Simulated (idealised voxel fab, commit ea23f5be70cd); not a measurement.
Presented below is a process module, voxel capacitor over wiring.
cross-section cut | 170 nm wide | cells 5 nm
Just so we're on the same page, the cross-sections are grids of square cells, and they're listed out in bands top to bottom, each band one or more rows deep.
Top, bottom (nm), then materials left to right with widths (nm); lone material tagged "edge to edge" fills the whole band edge to edge; "empty" = empty space.
Counting heights begins at 0, where everything beneath is, in the wafer as received, one material. The lowest band has no bottom; it goes on downwards, as "0 nm and below" shows.
The expression "30->40" gives the width at the extremes of the band, the first number at its top row of cells and the second at its bottom row, with the width changing by equal amounts from each row to the next in between.
"stayed the same" -> step changed no cross-section cell.
You'll see "Sealed internal cavities" listing empty spaces that have no way open to the top, as long as they're 8 cells or more; the notation is width x height at distance, where the distance is from the left edge, and all of it is in nm.
On each step's line, the part that comes after the settings is the simulator's own comment on the step.
On any step carrying a mask, the "overlay nm" setting, if present on the step's line, tells how far right of its planned place the mask lay; negative values point to the left.
Every pair from here on: before one process step, after it. The after cross-section reaches only to the lowest band that changed. Below the pair: the step in between and its settings. Pairs can belong to different runs of this module on the same starting wafer; a pair carries on from the pair above only if the entry headed "Pre-process" says so.
Pre-process:
80 nm to 70 nm | SiO2 edge to edge
70 nm to 60 nm | SiO2=35  TiN=70  SiO2=65
60 nm to 55 nm | SiO2=35  HfO2=70  SiO2=65
55 nm to 45 nm | SiO2=30  TiN=80  SiO2=60
45 nm to 35 nm | SiO2=35  TiN=5  Ru=5  TiN=5  SiO2=120
35 nm to 30 nm | SiCN=35  TiN=15  SiCN=120
30 nm to 15 nm | SiO2=20  TiN=5  Cu=20  TiN=5  SiO2=65  TiN=5  Cu=20  TiN=5  SiO2=25
15 nm to 10 nm | SiN=20  TiN=30  SiN=65  TiN=30  SiN=25
10 nm to 0 nm | SiO2 edge to edge
0 nm and below | Si edge to edge
Sealed internal cavities: none
State After Step:
95 nm to 80 nm | empty=45  resist=15  empty=110
No changes below 80.
Sealed internal cavities: none
Looking at the two cross-sections above, the step in the middle is PATTERN (tone cover; mask id PLUG_2; material resist; width nm 15; thk nm 15; overlay nm 0)
Pre-process: unchanged from the after cross-section in the pair immediately above; refer to that figure.
State After Step:
95 nm to 80 nm | empty=45  resist=15  empty=110
80 nm to 70 nm | empty=45  SiO2=15  empty=110
No changes below 70.
Sealed internal cavities: none
Looking at the two cross-sections above, the step in the middle is DIRECTIONAL_ETCH (etch materials SiO2; depth nm 10)
Pre-process: unchanged from the after cross-section in the pair immediately above; refer to that figure.
State After Step:
80 nm to 70 nm | empty=45  SiO2=15  empty=110
No changes below 70.
Sealed internal cavities: none
Looking at the two cross-sections above, the step in the middle is STRIP (etch materials resist)
Pre-process: unchanged from the after cross-section in the pair immediately above; refer to that figure.
State After Step:
85 nm to 80 nm | empty=40  TiN=25  empty=105
80 nm to 75 nm | empty=40  TiN=5  SiO2=15  TiN=5  empty=105
75 nm to 70 nm | TiN=45  SiO2=15  TiN=110
No changes below 70.
Sealed internal cavities: none
Looking at the two cross-sections above, the step in the middle is CONFORMAL_DEP (material TiN; thk nm 5)
Pre-process: unchanged from the after cross-section in the pair immediately above; refer to that figure.
State After Step:
95 nm to 85 nm | Ru edge to edge
85 nm to 80 nm | Ru=40  TiN=25  Ru=105
80 nm to 75 nm | Ru=40  TiN=5  SiO2=15  TiN=5  Ru=105
No changes below 75.
Sealed internal cavities: none
Looking at the two cross-sections above, the step in the middle is FILL_DEP (material Ru; thk nm 10)
Pre-process: unchanged from the after cross-section in the pair immediately above; refer to that figure.
State After Step:
80 nm to 75 nm | Ru=40  TiN=5  SiO2=15  TiN=5  Ru=105
No changes below 75.
Sealed internal cavities: none
Looking at the two cross-sections above, the step in the middle is CMP (height nm 80)
Pre-process: unchanged from the after cross-section in the pair immediately above; refer to that figure.
State After Step:
85 nm to 80 nm | SiCN edge to edge
No changes below 80.
Sealed internal cavities: none
Looking at the two cross-sections above, the step in the middle is CONFORMAL_DEP (material SiCN; thk nm 5)
